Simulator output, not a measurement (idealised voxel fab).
process module | voxel transistor to metal
cross-section cut | 285 nm wide | cells 5 nm
A cross-section is a grid of square cells, given in bands from the top down. A band is one or more rows of cells.
Each band's line starts with the height of the band's top and of its bottom, in nm. Then come its materials from left to right, each with its width in nm. One material with "throughout" fills the band from edge to edge. "air" is empty space.
Height 0 is the level under which the wafer as received is all one material. The lowest band goes on downwards, as in "0 down".
A width such as "30 to 40" changes by the same amount from each row of cells to the next, from the band's top row to its bottom row.
"no change" after a step means that no cell of the cross-section changed.
closed voids: empty space of 8 cells or more with no open way to the top, each as width x height at its distance from the left edge, in nm
after a step's settings: what the simulator itself notes on the step
overlay nm, on a step with a mask: how far to the right of its planned place the mask lay; to the left if negative
plan
1 op RECEIVE | material Si
2 op OXIDIZE | depth nm 5
3 op CONFORMAL_DEP | material SiN | thk nm 10
4 op PATTERN | tone cover | mask id ACTIVE | material resist | width nm 100 | pitch nm 125 | thk nm 20 | overlay nm 0
5 op DIRECTIONAL_ETCH | etch materials SiN | depth nm 10
6 op DIRECTIONAL_ETCH | etch materials SiO2 | depth nm 5
7 op DIRECTIONAL_ETCH | etch materials Si | depth nm 25
8 op STRIP | etch materials resist
9 op FILL_DEP | material SiO2 | thk nm 10
10 op CMP | height nm 10
11 op SELECTIVE_ETCH | etch materials SiO2 | depth nm 5
12 op STRIP | etch materials SiN
13 op SELECTIVE_ETCH | etch materials SiO2 | depth nm 5
14 op OXIDIZE | depth nm 5
15 op DIRECTIONAL_DEP | material polySi | thk nm 25
16 op DIRECTIONAL_DEP | material SiCN | thk nm 10
17 op DIRECTIONAL_DEP | material aC | thk nm 10
18 op PATTERN | tone cover | mask id GATE | material resist | width nm 20 | pitch nm 125 | thk nm 30 | overlay nm 0
19 op DIRECTIONAL_ETCH | etch materials aC | depth nm 10
20 op STRIP | etch materials resist
21 op DIRECTIONAL_ETCH | etch materials SiCN | depth nm 20
22 op DIRECTIONAL_ETCH | etch materials polySi | depth nm 35
23 op STRIP | etch materials aC
24 op CONFORMAL_DEP | material SiN | thk nm 10
25 op DIRECTIONAL_ETCH | etch materials SiN | depth nm 10
26 op DIRECTIONAL_ETCH | etch materials SiO2 | depth nm 5
27 op EPI | material SiGe | thk nm 5
28 op FILL_DEP | material SiO2 | thk nm 10
29 op CMP | height nm 30
30 op DIRECTIONAL_DEP | material SiO2 | thk nm 15
31 op MASKED_ETCH | tone open | mask id CONTACT | width nm 30 | etch materials SiO2 | depth nm 50 | overlay nm 0
32 op CONFORMAL_DEP | material TiN | thk nm 5
33 op FILL_DEP | material W | thk nm 10
34 op CMP | height nm 45
35 op CONFORMAL_DEP | material SiCN | thk nm 5
36 op DIRECTIONAL_DEP | material lowk | thk nm 25
37 op MASKED_ETCH | tone open | mask id METAL_1 | width nm 15 | etch materials lowk | depth nm 25 | overlay nm 0
38 op MASKED_ETCH | tone open | mask id METAL_1 | width nm 15 | etch materials SiCN | depth nm 5 | overlay nm 0
39 op CONFORMAL_DEP | material TiN | thk nm 5
40 op FILL_DEP | material Ru | thk nm 10
41 op CMP | height nm 75
42 op EPI | material Ru | thk nm 5
43 op FILL_DEP | material SiCN | thk nm 5
as received, after step 1
  0 down: Si throughout
  closed voids: none
a wafer at the end: this start, this plan, one mistake
  85 to 80: SiCN throughout
  80 to 75: SiCN 30 | Ru 25 | SiCN 50 | Ru 25 | SiCN 25 | Ru 25 | SiCN 50 | Ru 25 | SiCN 30
  75 to 50: lowk 35 | TiN 5 | Ru 5 | TiN 5 | lowk 60 | TiN 5 | Ru 5 | TiN 5 | lowk 35 | TiN 5 | Ru 5 | TiN 5 | lowk 60 | TiN 5 | Ru 5 | TiN 5 | lowk 35
  50 to 45: SiCN 35 | TiN 15 | SiCN 60 | TiN 15 | SiCN 35 | TiN 15 | SiCN 60 | TiN 15 | SiCN 35
  45 to 35: SiO2 35 | TiN 5 | W 20 | TiN 5 | SiO2 30 | TiN 5 | W 20 | TiN 5 | SiO2 35 | TiN 5 | W 20 | TiN 5 | SiO2 30 | TiN 5 | W 20 | TiN 5 | SiO2 35
  35 to 30: SiO2 35 | TiN 5 | W 15 | TiN 10 | SiO2 30 | TiN 10 | W 15 | TiN 5 | SiO2 35 | TiN 5 | W 15 | TiN 10 | SiO2 30 | TiN 10 | W 15 | TiN 5 | SiO2 35
  30 to 20: SiO2 35 | TiN 5 | W 15 | TiN 5 | SiN 10 | SiCN 20 | SiN 10 | TiN 5 | W 15 | TiN 5 | SiO2 35 | TiN 5 | W 15 | TiN 5 | SiN 10 | SiCN 20 | SiN 10 | TiN 5 | W 15 | TiN 5 | SiO2 35
  20 to 5: SiO2 35 | TiN 5 | W 15 | TiN 5 | SiN 10 | polySi 20 | SiN 10 | TiN 5 | W 15 | TiN 5 | SiO2 35 | TiN 5 | W 15 | TiN 5 | SiN 10 | polySi 20 | SiN 10 | TiN 5 | W 15 | TiN 5 | SiO2 35
  5 to 0: SiO2 35 | TiN 15 | W 5 | TiN 5 | SiN 10 | polySi 20 | SiN 10 | TiN 5 | W 15 | TiN 5 | SiO2 35 | TiN 15 | W 5 | TiN 5 | SiN 10 | polySi 20 | SiN 10 | TiN 5 | W 15 | TiN 5 | SiO2 35
  0 to -5: SiO2 35 | SiN 10 | TiN 15 | SiN 10 | polySi 20 | SiN 10 | TiN 25 | SiO2 10 | SiN 10 | SiO2 15 | SiN 10 | TiN 15 | SiN 10 | polySi 20 | SiN 10 | TiN 25 | SiO2 10 | SiN 10 | SiO2 15
  -5 to -10: SiO2 45 | SiGe 15 | SiO2 40 | SiGe 35 | SiO2 35 | SiGe 15 | SiO2 40 | SiGe 35 | SiO2 25
  -10 to -30: SiO2 40 | Si 100 | SiO2 25 | Si 100 | SiO2 20
  -30 down: Si throughout
  closed voids: none
what went wrong: step 4 ran as: op PATTERN | tone cover | mask id ACTIVE | material resist | width nm 100 | pitch nm 125 | thk nm 20 | overlay nm 10
